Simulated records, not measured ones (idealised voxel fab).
process module | voxel capacitor over wiring
cross-section cut | 295 nm wide | cells 5 nm
A cross-section is a grid of square cells, given in bands from the top down. A band is one or more rows of cells.
Each band's line starts with the height of the band's top and of its bottom, in nm. Then come its materials from left to right, each with its width in nm. One material with "throughout" fills the band from edge to edge. "air" is empty space.
Height 0 is the level under which the wafer as received is all one material. The lowest band goes on downwards, as in "0 down".
A width such as "30 to 40" changes by the same amount from each row of cells to the next, from the band's top row to its bottom row.
"no change" after a step means that no cell of the cross-section changed.
closed voids: empty space of 8 cells or more with no open way to the top, each as width x height at its distance from the left edge, in nm
after a step's settings: what the simulator itself notes on the step
overlay nm, on a step with a mask: how far to the right of its planned place the mask lay; to the left if negative
plan
1 op RECEIVE | material Si
2 op CONFORMAL_DEP | material SiO2 | thk nm 10
3 op CONFORMAL_DEP | material SiCN | thk nm 5
4 op DIRECTIONAL_DEP | material SiO2 | thk nm 15
5 op DIRECTIONAL_DEP | material aC | thk nm 10
6 op PATTERN | tone open | mask id METAL_1 | material resist | width nm 20 | pitch nm 80 | thk nm 25 | overlay nm 0
7 op DIRECTIONAL_ETCH | etch materials aC | depth nm 10
8 op STRIP | etch materials resist
9 op DIRECTIONAL_ETCH | etch materials SiO2 | depth nm 15
10 op DIRECTIONAL_ETCH | etch materials SiCN | depth nm 5
11 op STRIP | etch materials aC
12 op CONFORMAL_DEP | material TiN | thk nm 5
13 op FILL_DEP | material Cu | thk nm 10
14 op CMP | height nm 30
15 op CONFORMAL_DEP | material SiCN | thk nm 5
16 op DIRECTIONAL_DEP | material lowk | thk nm 15
17 op DIRECTIONAL_DEP | material aC | thk nm 10
18 op PATTERN | tone open | mask id PLUG_1 | material resist | width nm 15 | thk nm 30 | overlay nm 0
19 op DIRECTIONAL_ETCH | etch materials aC | depth nm 10
20 op STRIP | etch materials resist
21 op DIRECTIONAL_ETCH | etch materials lowk | depth nm 15
22 op DIRECTIONAL_ETCH | etch materials SiCN | depth nm 5
23 op STRIP | etch materials aC
24 op CONFORMAL_DEP | material TiN | thk nm 5
25 op FILL_DEP | material Ru | thk nm 10
26 op CMP | height nm 50
27 op DIRECTIONAL_DEP | material TiN | thk nm 5
28 op DIRECTIONAL_DEP | material SiN | thk nm 5
29 op DIRECTIONAL_DEP | material TiN | thk nm 10
30 op PATTERN | tone cover | mask id UPPER_PLATE | material resist | width nm 65 | thk nm 15 | overlay nm 0
31 op DIRECTIONAL_ETCH | etch materials TiN | depth nm 10
32 op DIRECTIONAL_ETCH | etch materials SiN | depth nm 5
33 op STRIP | etch materials resist
34 op DIRECTIONAL_DEP | material aC | thk nm 10
35 op PATTERN | tone cover | mask id LOWER_PLATE | material resist | width nm 75 | thk nm 25 | overlay nm 0
36 op DIRECTIONAL_ETCH | etch materials aC | depth nm 10
37 op STRIP | etch materials resist
38 op DIRECTIONAL_ETCH | etch materials TiN | depth nm 5
39 op STRIP | etch materials aC
40 op FILL_DEP | material SiO2 | thk nm 20
41 op CMP | height nm 85
42 op PATTERN | tone open | mask id PLUG_2 | material resist | width nm 15 | thk nm 15 | overlay nm 0
43 op DIRECTIONAL_ETCH | etch materials SiO2 | depth nm 15
44 op STRIP | etch materials resist
45 op CONFORMAL_DEP | material TiN | thk nm 5
46 op FILL_DEP | material Ru | thk nm 5
47 op CMP | height nm 85
48 op CONFORMAL_DEP | material SiN | thk nm 5
as received, after step 1
  0 down: Si throughout
  closed voids: none
a wafer at the end: this start, this plan, one mistake
  90 to 85: SiN throughout
  85 to 80: TiN 115 | Ru 5 | TiN 175
  80 to 75: SiO2 110 | TiN 5 | Ru 5 | TiN 5 | SiO2 170
  75 to 70: SiO2 110 | TiN 15 | SiO2 170
  70 to 60: SiO2 100 | TiN 65 | SiO2 130
  60 to 55: SiO2 100 | SiN 65 | SiO2 130
  55 to 50: SiO2 95 | TiN 75 | SiO2 125
  50 to 35: lowk 100 | TiN 5 | Ru 5 | TiN 5 | lowk 180
  35 to 30: SiCN 100 | TiN 15 | SiCN 180
  30 to 15: SiO2 95 | TiN 5 | Cu 10 | TiN 5 | SiO2 60 | TiN 5 | Cu 10 | TiN 5 | SiO2 100
  15 to 10: SiCN 95 | TiN 20 | SiCN 60 | TiN 20 | SiCN 100
  10 to 0: SiO2 throughout
  0 down: Si throughout
  closed voids: none
what went wrong: step 41 ran as: op CMP | height nm 80
